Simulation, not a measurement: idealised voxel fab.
The following is a process module called voxel tone inversion.
The width of the displayed cross-section, cut, is 265 nm; its cells are square, with a size of 5 nm.
Heads up, the way a cross-section reads in here is a grid of square cells, handed over as bands from the top down, with every band being one or more rows of cells.
Look at the band entry: it leads with the top's height and the bottom's height in nm. Then it lists the materials left to right, with a width in nm for each. The word "throughout" on a single material says that material fills the band edge to edge. The word "blank" is empty space.
Note: height 0 marks the level under which the wafer is uniformly one material as received. Lowest band unbounded below, written "z 0 and below".
The expression "30..40" gives the width at the extremes of the band, the first number at its top row of cells and the second at its bottom row, with the width changing by equal amounts from each row to the next in between.
Reading "no alterations made" for a step: not a cell of the cross-section changed in it.
So "Closed internal voids" is basically the list of trapped voids: any empty space of 8 cells or more that can't reach the top through an opening. They're written width x height at distance, the distance being from the left edge, and it's all nm.
Past the settings on a step's line: simulator remark, on that step.
overlay nm, on a step with a mask: how far to the right of its planned place the mask lay; to the left if negative
So here's the lineup of process steps we planned:
| 1 | RECEIVE, material Si |
| 2 | CONFORMAL_DEP, material SiCN, thk nm 5 |
| 3 | DIRECTIONAL_DEP, material aC, thk nm 20 |
| 4 | PATTERN, tone cover, mask id POSTS, material resist, width nm 15, pitch nm 35, thk nm 25, overlay nm 0 |
| 5 | DIRECTIONAL_ETCH, etch materials aC, depth nm 20 |
| 6 | STRIP, etch materials resist |
| 7 | FILL_DEP, material SiO2, thk nm 5 |
| 8 | CMP, height nm 25 |
| 9 | STRIP, etch materials aC |
The first of two wafers, run as planned:
This is the cross-section of the wafer as we received it, i.e. after step 1:
  z 0 and below | Si throughout
  Closed internal voids: none
Take a look at the wafer's cross-section after step 2:
  z 5 to 0 | SiCN throughout
  Heights below 0 show no change.
Take a look at the wafer's cross-section after step 3:
  z 25 to 5 | aC throughout
  Heights below 5 show no change.
Take a look at the wafer's cross-section after step 4:
  z 50 to 25 | 105 nm blank / 15 nm resist / 20 nm blank / 15 nm resist / 110 nm blank
  Heights below 25 show no change.
Take a look at the wafer's cross-section after step 5:
  z 30 to 25 | 105 nm blank / 15 nm resist / 20 nm blank / 15 nm resist / 110 nm blank
  z 25 to 5 | 105 nm blank / 15 nm aC / 20 nm blank / 15 nm aC / 110 nm blank
  Heights below 5 show no change.
Take a look at the wafer's cross-section after step 6:
  z 25 to 5 | 105 nm blank / 15 nm aC / 20 nm blank / 15 nm aC / 110 nm blank
  Heights below 5 show no change.
Take a look at the wafer's cross-section after step 7:
  z 30 to 25 | SiO2 throughout
  z 25 to 5 | 105 nm SiO2 / 15 nm aC / 20 nm SiO2 / 15 nm aC / 110 nm SiO2
  Heights below 5 show no change.
Take a look at the wafer's cross-section after step 8:
  z 25 to 5 | 105 nm SiO2 / 15 nm aC / 20 nm SiO2 / 15 nm aC / 110 nm SiO2
  Heights below 5 show no change.
Take a look at the wafer's cross-section after step 9:
  z 25 to 5 | 105 nm SiO2 / 15 nm blank / 20 nm SiO2 / 15 nm blank / 110 nm SiO2
  Heights below 5 show no change.
Second wafer: same start and same plan as the first, one execution error; identical to the first through step 3:
Cross-section of the second wafer when, according to plan, step 4 should have finished:
  z 50 to 25 | 100 nm blank / 15 nm resist / 20 nm blank / 15 nm resist / 115 nm blank
  Heights below 25 show no change.
Cross-section of the second wafer when, according to plan, step 5 should have finished:
  z 30 to 25 | 100 nm blank / 15 nm resist / 20 nm blank / 15 nm resist / 115 nm blank
  z 25 to 5 | 100 nm blank / 15 nm aC / 20 nm blank / 15 nm aC / 115 nm blank
  Heights below 5 show no change.
Cross-section of the second wafer when, according to plan, step 6 should have finished:
  z 25 to 5 | 100 nm blank / 15 nm aC / 20 nm blank / 15 nm aC / 115 nm blank
  Heights below 5 show no change.
Cross-section of the second wafer when, according to plan, step 7 should have finished:
  z 30 to 25 | SiO2 throughout
  z 25 to 5 | 100 nm SiO2 / 15 nm aC / 20 nm SiO2 / 15 nm aC / 115 nm SiO2
  Heights below 5 show no change.
Cross-section of the second wafer when, according to plan, step 8 should have finished:
  z 25 to 5 | 100 nm SiO2 / 15 nm aC / 20 nm SiO2 / 15 nm aC / 115 nm SiO2
  Heights below 5 show no change.
Cross-section of the second wafer when, according to plan, step 9 should have finished:
  z 25 to 5 | 100 nm SiO2 / 15 nm blank / 20 nm SiO2 / 15 nm blank / 115 nm SiO2
  Heights below 5 show no change.
What broke from the plan during processing? in deviation from the planned setting, step 4 was conducted as PATTERN, tone cover, mask id POSTS, material resist, width nm 15, pitch nm 35, thk nm 25, overlay nm -5
The two final wafers agree on how many cells each material fills and disagree on which cells those are.
